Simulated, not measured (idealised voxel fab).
This section sets out a process module, namely voxel capacitor over wiring.
In the cross-section labelled cut, the width is 195 nm and each square cell is 5 nm.
Notation: cross-section as square-cell grid; stated in bands, top first, going down; one or more cell rows per band.
Top height, bottom height, nm. Materials left to right, width each, nm. Single material + "edge to edge" = fills band edge to edge. "empty" = empty.
Zero point of the height axis is 0; under it, received wafer = one material. Lowest band: continues down indefinitely, "0 nm and below".
Note: "30..40" means the width goes from the first number (top row of the band) to the second number (bottom row) in equal steps per row of cells.
Key: "no alteration" - step with no changed cell in the cross-section.
Listed in "Closed void entries": every empty space of 8 or more cells without an open way to the top. Form: width x height at distance, the distance being from the left edge, all in nm.
Formally, on a step line, whatever follows the settings is a remark that the simulator itself makes on the step.
overlay nm: for a step with a mask, the amount by which the mask lay right of where it was planned; a negative amount means left of it.
So here's the lineup of process steps we planned:
1: RECEIVE: material Si
2: CONFORMAL_DEP: material SiO2, thk nm 15
3: CONFORMAL_DEP: material SiN, thk nm 5
4: DIRECTIONAL_DEP: material SiO2, thk nm 20
5: DIRECTIONAL_DEP: material aC, thk nm 15
6: PATTERN: tone open, mask id METAL_1, material resist, width nm 25, pitch nm 75, thk nm 35, overlay nm 0
7: DIRECTIONAL_ETCH: etch materials aC, depth nm 15
8: STRIP: etch materials resist
9: DIRECTIONAL_ETCH: etch materials SiO2, depth nm 20
10: DIRECTIONAL_ETCH: etch materials SiN, depth nm 5
11: STRIP: etch materials aC
12: CONFORMAL_DEP: material TiN, thk nm 5
13: FILL_DEP: material Ru, thk nm 5
14: CMP: height nm 40
15: CONFORMAL_DEP: material SiCN, thk nm 5
16: DIRECTIONAL_DEP: material lowk, thk nm 10
17: MASKED_ETCH: tone open, mask id PLUG_1, width nm 15, etch materials lowk, depth nm 10, overlay nm 0
18: MASKED_ETCH: tone open, mask id PLUG_1, width nm 15, etch materials SiCN, depth nm 5, overlay nm 0
19: EPI: material Ru, thk nm 10
20: EPI: material Ru, thk nm 5
21: DIRECTIONAL_DEP: material TiN, thk nm 10
22: DIRECTIONAL_DEP: material HfO2, thk nm 5
23: DIRECTIONAL_DEP: material TiN, thk nm 10
24: PATTERN: tone cover, mask id UPPER_PLATE, material resist, width nm 55, thk nm 15, overlay nm 0
25: DIRECTIONAL_ETCH: etch materials TiN, depth nm 10
26: DIRECTIONAL_ETCH: etch materials HfO2, depth nm 5
27: STRIP: etch materials resist
28: PATTERN: tone cover, mask id LOWER_PLATE, material resist, width nm 65, thk nm 15, overlay nm 0
29: DIRECTIONAL_ETCH: etch materials TiN, depth nm 10
30: STRIP: etch materials resist
31: FILL_DEP: material SiO2, thk nm 20
32: CMP: height nm 95
33: PATTERN: tone open, mask id PLUG_2, material resist, width nm 15, thk nm 20, overlay nm 0
34: DIRECTIONAL_ETCH: etch materials SiO2, depth nm 15
35: STRIP: etch materials resist
36: CONFORMAL_DEP: material TiN, thk nm 5
37: FILL_DEP: material Ru, thk nm 5
38: CMP: height nm 95
39: CONFORMAL_DEP: material SiCN, thk nm 5
As received (post step 1): cross-section:
* 0 nm and below: Si edge to edge
* Closed void entries: none
End-of-module XS, first of two wafers, run as planned:
* 100 nm to 95 nm: SiCN edge to edge
* 95 nm to 85 nm: 65 nm SiO2 | 5 nm TiN | 5 nm Ru | 5 nm TiN | 115 nm SiO2
* 85 nm to 80 nm: 65 nm SiO2 | 15 nm TiN | 115 nm SiO2
* 80 nm to 70 nm: 55 nm SiO2 | 55 nm TiN | 85 nm SiO2
* 70 nm to 65 nm: 55 nm SiO2 | 55 nm HfO2 | 85 nm SiO2
* 65 nm to 55 nm: 50 nm SiO2 | 65 nm TiN | 80 nm SiO2
* 55 nm to 45 nm: 55 nm lowk | 15 nm Ru | 125 nm lowk
* 45 nm to 40 nm: 55 nm SiCN | 15 nm Ru | 125 nm SiCN
* 40 nm to 20 nm: 45 nm SiO2 | 5 nm TiN | 15 nm Ru | 5 nm TiN | 50 nm SiO2 | 5 nm TiN | 15 nm Ru | 5 nm TiN | 50 nm SiO2
* 20 nm to 15 nm: 45 nm SiN | 25 nm TiN | 50 nm SiN | 25 nm TiN | 50 nm SiN
* 15 nm to 0 nm: SiO2 edge to edge
* 0 nm and below: Si edge to edge
* Closed void entries: none
What the second wafer looks like in cross-section once the module is done. Its start and its plan matched the first wafer's exactly; what differed was one mistake in how it was run:
* 100 nm to 95 nm: SiCN edge to edge
* 95 nm to 85 nm: 65 nm SiO2 | 5 nm TiN | 5 nm Ru | 5 nm TiN | 115 nm SiO2
* 85 nm to 80 nm: 65 nm SiO2 | 15 nm TiN | 115 nm SiO2
* 80 nm to 75 nm: 55 nm SiO2 | 55 nm HfO2 | 85 nm SiO2
* 75 nm to 65 nm: 50 nm SiO2 | 65 nm TiN | 80 nm SiO2
* 65 nm to 55 nm: TiN edge to edge
* 55 nm to 45 nm: 55 nm lowk | 15 nm Ru | 125 nm lowk
* 45 nm to 40 nm: 55 nm SiCN | 15 nm Ru | 125 nm SiCN
* 40 nm to 20 nm: 45 nm SiO2 | 5 nm TiN | 15 nm Ru | 5 nm TiN | 50 nm SiO2 | 5 nm TiN | 15 nm Ru | 5 nm TiN | 50 nm SiO2
* 20 nm to 15 nm: 45 nm SiN | 25 nm TiN | 50 nm SiN | 25 nm TiN | 50 nm SiN
* 15 nm to 0 nm: SiO2 edge to edge
* 0 nm and below: Si edge to edge
* Closed void entries: none
Deviation noted in wafer processing: mixed up steps 22 and 23 - ran each in the other's place
Materials where the second wafer ends with more or fewer cells than the first: SiO2 -56 | TiN +56
